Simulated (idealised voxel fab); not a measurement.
The process module presented herein is designated voxel wiring stack.
The figure presents cross-section cut, which has a width of 195 nm and is divided into square cells with an edge length of 5 nm.
Cross-section layout: square cells on a grid; listed as bands, top to bottom; a band spans one or more cell rows. Basically the band line says how high the top is and how high the bottom is, in nm, and then what's in it from left to right, every material with its width in nm. Empty space shows up as "air", and if a single material carries "everywhere" it runs the full band edge to edge. Where do heights start? At 0: under that level the wafer as delivered is made of one material only. And the lowest band has no floor; it just carries on downward, as in "from 0 down". Read "30..40" as a graded width: first number on top, second number at the bottom, same change between each pair of neighbouring rows. Where the words "no modifications" appear for a step, the cross-section shows no cell changed by that step; every cell remained as before. Voids not open to the top, 8 cells minimum: see "Trapped void list". Written width x height at distance; distance is from the left edge; nm. On a step's line, text after the settings is the simulator commenting on that step. When a step includes a mask, the "overlay nm" setting on its line states how far to the right of its planned place that mask lay, and negative values state how far to the left.

Plan
| 1 | RECEIVE, material Si |
| 2 | CONFORMAL_DEP, material SiO2, thk nm 15 |
| 3 | CONFORMAL_DEP, material SiN, thk nm 5 |
| 4 | DIRECTIONAL_DEP, material lowk, thk nm 25 |
| 5 | PATTERN, tone open, mask id METAL_1, material resist, width nm 25, pitch nm 45, thk nm 20, overlay nm 0 |
| 6 | DIRECTIONAL_ETCH, etch materials lowk, depth nm 25 |
| 7 | DIRECTIONAL_ETCH, etch materials SiN, depth nm 5 |
| 8 | STRIP, etch materials resist |
| 9 | CONFORMAL_DEP, material TiN, thk nm 5 |
| 10 | FILL_DEP, material Cu, thk nm 5 |
| 11 | CMP, height nm 45 |
| 12 | CONFORMAL_DEP, material SiCN, thk nm 5 |
| 13 | DIRECTIONAL_DEP, material SiO2, thk nm 10 |
| 14 | MASKED_ETCH, tone open, mask id PLUG_1, width nm 15, pitch nm 90, etch materials SiO2, depth nm 10, overlay nm 0 |
| 15 | MASKED_ETCH, tone open, mask id PLUG_1, width nm 15, pitch nm 90, etch materials SiCN, depth nm 5, overlay nm 0 |
| 16 | EPI, material Ru, thk nm 10 |
| 17 | EPI, material Ru, thk nm 5 |
| 18 | CONFORMAL_DEP, material SiN, thk nm 5 |
| 19 | DIRECTIONAL_DEP, material lowk, thk nm 15 |
| 20 | PATTERN, tone open, mask id METAL_2, material resist, width nm 25, pitch nm 45, thk nm 15, overlay nm 0 |
| 21 | DIRECTIONAL_ETCH, etch materials lowk, depth nm 15 |
| 22 | DIRECTIONAL_ETCH, etch materials SiN, depth nm 5 |
| 23 | STRIP, etch materials resist |
| 24 | CONFORMAL_DEP, material TiN, thk nm 5 |
| 25 | FILL_DEP, material Cu, thk nm 5 |
| 26 | CMP, height nm 80 |
| 27 | CONFORMAL_DEP, material SiCN, thk nm 5 |

Cross-section, incoming material, after step 1
- from 0 down = Si everywhere
- Trapped void list: none

The following cross-section depicts the wafer upon conclusion of the module. Processing commenced from the starting condition illustrated above and adhered to the plan illustrated above, save for one mistake in execution
- from 85 to 80 = SiCN everywhere
- from 80 to 65 = 15 lowk | 5 TiN | 15 Cu | 5 TiN | 20 lowk | 5 TiN | 15 Cu | 5 TiN | 20 lowk | 5 TiN | 15 Cu | 5 TiN | 20 lowk | 5 TiN | 15 Cu | 5 TiN | 20 lowk
- from 65 to 60 = 15 SiN | 25 TiN | 20 SiN | 25 TiN | 20 SiN | 25 TiN | 20 SiN | 25 TiN | 20 SiN
- from 60 to 50 = 15 SiO2 | 15 Ru | 75 SiO2 | 15 Ru | 75 SiO2
- from 50 to 45 = 15 SiCN | 15 Ru | 75 SiCN | 15 Ru | 75 SiCN
- from 45 to 35 = 15 lowk | 5 TiN | 15 Cu | 5 TiN | 20 lowk | 5 TiN | 15 Cu | 5 TiN | 20 lowk | 5 TiN | 15 Cu | 5 TiN | 20 lowk | 5 TiN | 15 Cu | 5 TiN | 20 lowk
- from 35 to 30 = 15 SiN | 25 TiN | 20 SiN | 25 TiN | 20 SiN | 25 TiN | 20 SiN | 25 TiN | 20 SiN
- from 30 to 0 = SiO2 everywhere
- from 0 down = Si everywhere
- Trapped void list: none
Which mistake was made when the wafer was run? step 2 of the plan was executed twice over
